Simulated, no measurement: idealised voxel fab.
Name of the process module below: voxel ribs on slabs
Cross-section cut: width 265 nm, square cells of 5 nm.
Just so we're on the same page, the cross-sections are grids of square cells, and they're listed out in bands top to bottom, each band one or more rows deep.
Heights first: top, then bottom, in nm. Then materials, left to right, each with a width in nm. "full width" on a single material: fills the band edge to edge. "blank": empty space.
All heights in this document are referenced to 0, defined as the level beneath which the wafer, as received, consists entirely of one material. The lowest band is not bounded below; it extends indefinitely downward and is written in the form "top 0, no bottom".
The two numbers in a width such as "30..40" mark its ends across the band: the first belongs to the top row of cells, the second to the bottom row, and from each row to the next the width moves by the same amount.
Where the words "everything unchanged" appear for a step, the cross-section shows no cell changed by that step; every cell remained as before.
"Closed void catalog": empty spaces of 8 cells or more with no open way to the top, each given as width x height at distance, distance from the left edge, all in nm.
If you see something after the settings on a step's line, that's the simulator's own remark about that step.
A step line may carry the setting "overlay nm", which, for steps involving a mask, states the distance by which the mask lay to the right of its intended position; negative values denote displacement to the left.
SET OUT BELOW ARE THE PLANNED STEPS OF THE PROCESS
| 1 | RECEIVE, material Si |
| 2 | DIRECTIONAL_DEP, material SiO2, thk nm 25 |
| 3 | DIRECTIONAL_DEP, material polySi, thk nm 15 |
| 4 | DIRECTIONAL_DEP, material aC, thk nm 15 |
| 5 | PATTERN, tone cover, mask id RIB, material resist, width nm 20, thk nm 30, overlay nm 0 |
| 6 | DIRECTIONAL_ETCH, etch materials aC, depth nm 15 |
| 7 | STRIP, etch materials resist |
| 8 | DIRECTIONAL_ETCH, etch materials polySi, depth nm 5 |
| 9 | STRIP, etch materials aC |
| 10 | DIRECTIONAL_DEP, material aC, thk nm 10 |
| 11 | PATTERN, tone cover, mask id SLAB, material resist, width nm 50, thk nm 25, overlay nm 0 |
| 12 | DIRECTIONAL_ETCH, etch materials aC, depth nm 10 |
| 13 | STRIP, etch materials resist |
| 14 | DIRECTIONAL_ETCH, etch materials polySi, depth nm 10 |
| 15 | STRIP, etch materials aC |
| 16 | FILL_DEP, material SiO2, thk nm 30 |
| 17 | CMP, height nm 60 |
| 18 | DIRECTIONAL_DEP, material W, thk nm 10 |
| 19 | MASKED_ETCH, tone cover, mask id HEATER, width nm 30, etch materials W, depth nm 10, overlay nm 0 |
| 20 | CONFORMAL_DEP, material SiO2, thk nm 10 |
WAFER AS RECEIVED: CROSS-SECTION FOLLOWING STEP 1
    top 0, no bottom: Si full width
    Closed void catalog: none
THE FIRST OF THE TWO WAFERS AS SEEN IN CROSS-SECTION ONCE THE MODULE WAS FINISHED; PROCESSING FOLLOWED THE PLAN
    top 80, bottom 70: blank 105, SiO2 50, blank 110
    top 70, bottom 60: SiO2 115, W 30, SiO2 120
    top 60, bottom 40: SiO2 full width
    top 40, bottom 35: SiO2 120, polySi 20, SiO2 125
    top 35, bottom 25: SiO2 105, polySi 50, SiO2 110
    top 25, bottom 0: SiO2 full width
    top 0, no bottom: Si full width
    Closed void catalog: none
END OF MODULE, SECOND WAFER, CROSS-SECTION. STARTED LIKE THE FIRST, PLANNED LIKE THE FIRST, RUN WITH ONE MISTAKE
    top 80, bottom 70: blank 105, SiO2 50, blank 110
    top 70, bottom 60: SiO2 115, W 30, SiO2 120
    top 60, bottom 35: SiO2 full width
    top 35, bottom 30: polySi 105, SiO2 50, polySi 110
    top 30, bottom 25: polySi 105, SiO2 15, polySi 20, SiO2 15, polySi 110
    top 25, bottom 0: SiO2 full width
    top 0, no bottom: Si full width
    Closed void catalog: none
Error vs. plan: step 11 deviated from plan and actually ran as PATTERN, tone open, mask id SLAB, material resist, width nm 50, thk nm 25, overlay nm 0
Materials where the second wafer ends with more or fewer cells than the first: SiO2 -66 | polySi +66
